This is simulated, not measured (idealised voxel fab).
Process module under the name voxel transistor to metal
Cross-section cut: width 200 nm, square cells of 5 nm.
Think of the cross-section as a grid of square cells. We describe it in bands, top to bottom, and each band covers one or more rows of those cells.
In this notation a band is specified by the heights of its top and bottom, in that order and in nm, after which its materials appear from left to right, each paired with its width in nm. The word "full width" attached to a single material means that material fills the band from edge to edge; the word "air" stands for empty space.
Height is counted from the level 0, under which the received wafer is composed throughout of one material. The lowest of the bands is not closed at the bottom but continues downward, in the notation "0 nm and below".
Width: "30->40" (first number = top row, second number = bottom row, same change from row to row of cells).
The cross-section has no changed cell in any step marked "same as before".
Basically, "Encapsulated voids" tells you about the enclosed voids: empty spaces with no open way to the top, 8 cells or bigger, each written width x height at distance, where distance is from the left edge, all in nm.
If you see something after the settings on a step's line, that's the simulator's own remark about that step.
overlay nm, on a step with a mask: how far to the right of its planned place the mask lay; to the left if negative
-- Planned process steps
1 RECEIVE: material Si
2 CONFORMAL_DEP: material SiO2, thk nm 5
3 CONFORMAL_DEP: material SiN, thk nm 15
4 PATTERN: tone cover, mask id ACTIVE, material resist, width nm 100, thk nm 15, overlay nm 0
5 DIRECTIONAL_ETCH: etch materials SiN, depth nm 15
6 DIRECTIONAL_ETCH: etch materials SiO2, depth nm 5
7 DIRECTIONAL_ETCH: etch materials Si, depth nm 30
8 STRIP: etch materials resist
9 OXIDIZE: depth nm 5
10 FILL_DEP: material SiO2, thk nm 5
11 CMP: height nm 20
12 SELECTIVE_ETCH: etch materials SiO2, depth nm 15
13 STRIP: etch materials SiN
14 SELECTIVE_ETCH: etch materials SiO2, depth nm 5
15 OXIDIZE: depth nm 5
16 DIRECTIONAL_DEP: material polySi, thk nm 20
17 DIRECTIONAL_DEP: material SiCN, thk nm 15
18 PATTERN: tone cover, mask id GATE, material resist, width nm 20, thk nm 20, overlay nm -15
19 DIRECTIONAL_ETCH: etch materials SiCN, depth nm 25
20 DIRECTIONAL_ETCH: etch materials polySi, depth nm 30
21 STRIP: etch materials resist
22 CONFORMAL_DEP: material SiO2, thk nm 5
23 DIRECTIONAL_ETCH: etch materials SiO2, depth nm 5
24 CONFORMAL_DEP: material SiN, thk nm 5
25 DIRECTIONAL_ETCH: etch materials SiN, depth nm 5
26 DIRECTIONAL_ETCH: etch materials SiO2, depth nm 5
27 DIRECTIONAL_ETCH: etch materials Si, depth nm 10
28 EPI: material pSi, thk nm 15
29 FILL_DEP: material SiO2, thk nm 5
30 CMP: height nm 35
31 DIRECTIONAL_DEP: material SiO2, thk nm 10
32 DIRECTIONAL_DEP: material aC, thk nm 15
33 PATTERN: tone open, mask id CONTACT, material resist, width nm 30, pitch nm 60, thk nm 30, overlay nm 0
34 DIRECTIONAL_ETCH: etch materials aC, depth nm 15
35 STRIP: etch materials resist
36 DIRECTIONAL_ETCH: etch materials SiO2, depth nm 45
37 STRIP: etch materials aC
38 CONFORMAL_DEP: material TiN, thk nm 5
39 FILL_DEP: material Ru, thk nm 10
40 CMP: height nm 45
41 DIRECTIONAL_DEP: material TiN, thk nm 5
42 DIRECTIONAL_DEP: material W, thk nm 15
43 PATTERN: tone cover, mask id METAL_1, material resist, width nm 20, pitch nm 70, thk nm 15, overlay nm 0
44 DIRECTIONAL_ETCH: etch materials W, depth nm 15
45 DIRECTIONAL_ETCH: etch materials TiN, depth nm 5
46 STRIP: etch materials resist
47 FILL_DEP: material lowk, thk nm 5
48 CMP: height nm 65
49 CONFORMAL_DEP: material SiCN, thk nm 5
50 DIRECTIONAL_DEP: material lowk, thk nm 30
51 MASKED_ETCH: tone open, mask id METAL_2_HOLES, width nm 15, pitch nm 70, etch materials lowk, depth nm 30, overlay nm 0
52 MASKED_ETCH: tone open, mask id METAL_2, width nm 20, pitch nm 70, etch materials lowk, depth nm 20, overlay nm 0
53 MASKED_ETCH: tone open, mask id METAL_2, width nm 20, pitch nm 70, etch materials SiCN, depth nm 5, overlay nm 0
54 CONFORMAL_DEP: material TiN, thk nm 5
55 FILL_DEP: material Ru, thk nm 5
56 CMP: height nm 100
57 CONFORMAL_DEP: material SiN, thk nm 5
It is noted that the wafers described herein are identical at the outset and are distinguished by the overlay nm of step 18; the value stated in the plan corresponds to the first wafer.
-- Cross-section: the first of several wafers in its as-received state, i.e. following step 1
	0 nm and below  Si full width
	Encapsulated voids: none
-- Row per wafer, end-of-module: cell gain (+)/loss (-) by material since the wafer came in, then closed voids
overlay nm -15; +52 Ru; -192 Si; +46 SiCN; +54 SiN; +385 SiO2; +87 TiN; +24 W; +324 lowk; +44 pSi; +16 polySi; Encapsulated voids: none
overlay nm -10; +55 Ru; -192 Si; +46 SiCN; +54 SiN; +382 SiO2; +87 TiN; +24 W; +324 lowk; +44 pSi; +16 polySi; Encapsulated voids: none
overlay nm -5; +58 Ru; -192 Si; +46 SiCN; +54 SiN; +377 SiO2; +89 TiN; +24 W; +324 lowk; +44 pSi; +16 polySi; Encapsulated voids: none
overlay nm 0; +56 Ru; -192 Si; +46 SiCN; +54 SiN; +384 SiO2; +84 TiN; +24 W; +324 lowk; +44 pSi; +16 polySi; Encapsulated voids: none
overlay nm 5; +58 Ru; -192 Si; +46 SiCN; +54 SiN; +377 SiO2; +89 TiN; +24 W; +324 lowk; +44 pSi; +16 polySi; Encapsulated voids: none
overlay nm 10; +55 Ru; -192 Si; +46 SiCN; +54 SiN; +382 SiO2; +87 TiN; +24 W; +324 lowk; +44 pSi; +16 polySi; Encapsulated voids: none
overlay nm 15; +52 Ru; -192 Si; +46 SiCN; +54 SiN; +385 SiO2; +87 TiN; +24 W; +324 lowk; +44 pSi; +16 polySi; Encapsulated voids: none
